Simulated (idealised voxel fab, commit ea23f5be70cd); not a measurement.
process module | voxel transistor to metal
cross-section cut | 190 nm wide | cells 5 nm
A cross-section is a grid of square cells, given in bands from the top down. A band is one or more rows of cells.
Each band's line starts with the height of the band's top and of its bottom, in nm. Then come its materials from left to right, each with its width in nm. One material with "throughout" fills the band from edge to edge. "air" is empty space.
Height 0 is the level under which the wafer as received is all one material. The lowest band goes on downwards, as in "0 down".
A width such as "30 to 40" changes by the same amount from each row of cells to the next, from the band's top row to its bottom row.
"no change" after a step means that no cell of the cross-section changed.
closed voids: empty space of 8 cells or more with no open way to the top, each as width x height at its distance from the left edge, in nm
after a step's settings: what the simulator itself notes on the step
overlay nm, on a step with a mask: how far to the right of its planned place the mask lay; to the left if negative
plan
1 op RECEIVE | material Si
2 op OXIDIZE | depth nm 5
3 op CONFORMAL_DEP | material SiN | thk nm 15
4 op PATTERN | tone cover | mask id ACTIVE | material resist | width nm 115 | thk nm 20 | overlay nm 0
5 op DIRECTIONAL_ETCH | etch materials SiN | depth nm 15
6 op DIRECTIONAL_ETCH | etch materials SiO2 | depth nm 5
7 op DIRECTIONAL_ETCH | etch materials Si | depth nm 30
8 op STRIP | etch materials resist
9 op OXIDIZE | depth nm 5
10 op FILL_DEP | material SiO2 | thk nm 15
11 op CMP | height nm 15
12 op SELECTIVE_ETCH | etch materials SiO2 | depth nm 15
13 op STRIP | etch materials SiN
14 op SELECTIVE_ETCH | etch materials SiO2 | depth nm 5
15 op OXIDIZE | depth nm 5
16 op DIRECTIONAL_DEP | material polySi | thk nm 20
17 op DIRECTIONAL_DEP | material SiCN | thk nm 15
18 op DIRECTIONAL_DEP | material aC | thk nm 15
19 op PATTERN | tone cover | mask id GATE | material resist | width nm 35 | thk nm 35 | overlay nm 0
20 op DIRECTIONAL_ETCH | etch materials aC | depth nm 15
21 op STRIP | etch materials resist
22 op DIRECTIONAL_ETCH | etch materials SiCN | depth nm 25
23 op DIRECTIONAL_ETCH | etch materials polySi | depth nm 30
24 op STRIP | etch materials aC
25 op CONFORMAL_DEP | material SiN | thk nm 10
26 op DIRECTIONAL_ETCH | etch materials SiN | depth nm 10
27 op DIRECTIONAL_ETCH | etch materials SiO2 | depth nm 5
28 op DIRECTIONAL_ETCH | etch materials Si | depth nm 15
29 op EPI | material SiGe | thk nm 15
30 op FILL_DEP | material SiO2 | thk nm 5
31 op CMP | height nm 15
32 op STRIP | etch materials polySi
33 op SELECTIVE_ETCH | etch materials SiO2 | depth nm 5
34 op CONFORMAL_DEP | material HfO2 | thk nm 5
35 op CONFORMAL_DEP | material TiN | thk nm 5
36 op FILL_DEP | material W | thk nm 10
37 op CMP | height nm 10
38 op DIRECTIONAL_DEP | material SiO2 | thk nm 10
39 op DIRECTIONAL_DEP | material aC | thk nm 15
40 op PATTERN | tone open | mask id CONTACT | material resist | width nm 15 | pitch nm 80 | thk nm 30 | overlay nm 0
41 op DIRECTIONAL_ETCH | etch materials aC | depth nm 15
42 op STRIP | etch materials resist
43 op DIRECTIONAL_ETCH | etch materials SiO2 | depth nm 30
44 op STRIP | etch materials aC
45 op CONFORMAL_DEP | material TiN | thk nm 5
46 op FILL_DEP | material Ru | thk nm 5
47 op CMP | height nm 20
48 op CONFORMAL_DEP | material SiCN | thk nm 5
49 op DIRECTIONAL_DEP | material SiO2 | thk nm 25
50 op MASKED_ETCH | tone open | mask id METAL_1 | width nm 15 | pitch nm 80 | etch materials SiO2 | depth nm 25 | overlay nm 0
51 op MASKED_ETCH | tone open | mask id METAL_1 | width nm 15 | pitch nm 80 | etch materials SiCN | depth nm 5 | overlay nm 0
52 op CONFORMAL_DEP | material TiN | thk nm 5
53 op FILL_DEP | material Cu | thk nm 10
54 op CMP | height nm 50
55 op CONFORMAL_DEP | material SiCN | thk nm 5
as received, after step 1
  0 down: Si throughout
  closed voids: none
a wafer at the end: this start, this plan, one mistake
  55 to 50: SiCN throughout
  50 to 25: SiO2 45 | TiN 5 | Cu 5 | TiN 5 | SiO2 65 | TiN 5 | Cu 5 | TiN 5 | SiO2 50
  25 to 20: SiCN 45 | TiN 15 | SiCN 65 | TiN 15 | SiCN 50
  20 to 15: SiO2 45 | TiN 5 | Ru 5 | TiN 5 | SiO2 65 | TiN 5 | Ru 5 | TiN 5 | SiO2 50
  15 to 10: SiO2 45 | TiN 15 | SiO2 65 | TiN 15 | SiO2 50
  10 to 5: HfO2 65 | SiN 10 | HfO2 5 | TiN 5 | W 15 | TiN 5 | HfO2 5 | SiN 10 | HfO2 70
  5 to 0: SiO2 50 | SiGe 15 | SiN 10 | HfO2 5 | TiN 5 | W 15 | TiN 5 | HfO2 5 | SiN 10 | SiGe 15 | SiO2 55
  0 to -5: SiO2 50 | SiGe 15 | SiN 10 | HfO2 5 | TiN 25 | HfO2 5 | SiN 10 | SiGe 15 | SiO2 55
  -5 to -10: SiO2 50 | SiGe 15 | SiO2 5 | HfO2 45 | SiO2 5 | SiGe 15 | SiO2 55
  -10 to -25: SiO2 40 | SiGe 25 | Si 55 | SiGe 25 | SiO2 45
  -25 to -40: SiO2 40 | Si 105 | SiO2 45
  -40 down: Si throughout
  closed voids: none
what went wrong: step 31 ran as: op CMP | height nm 10
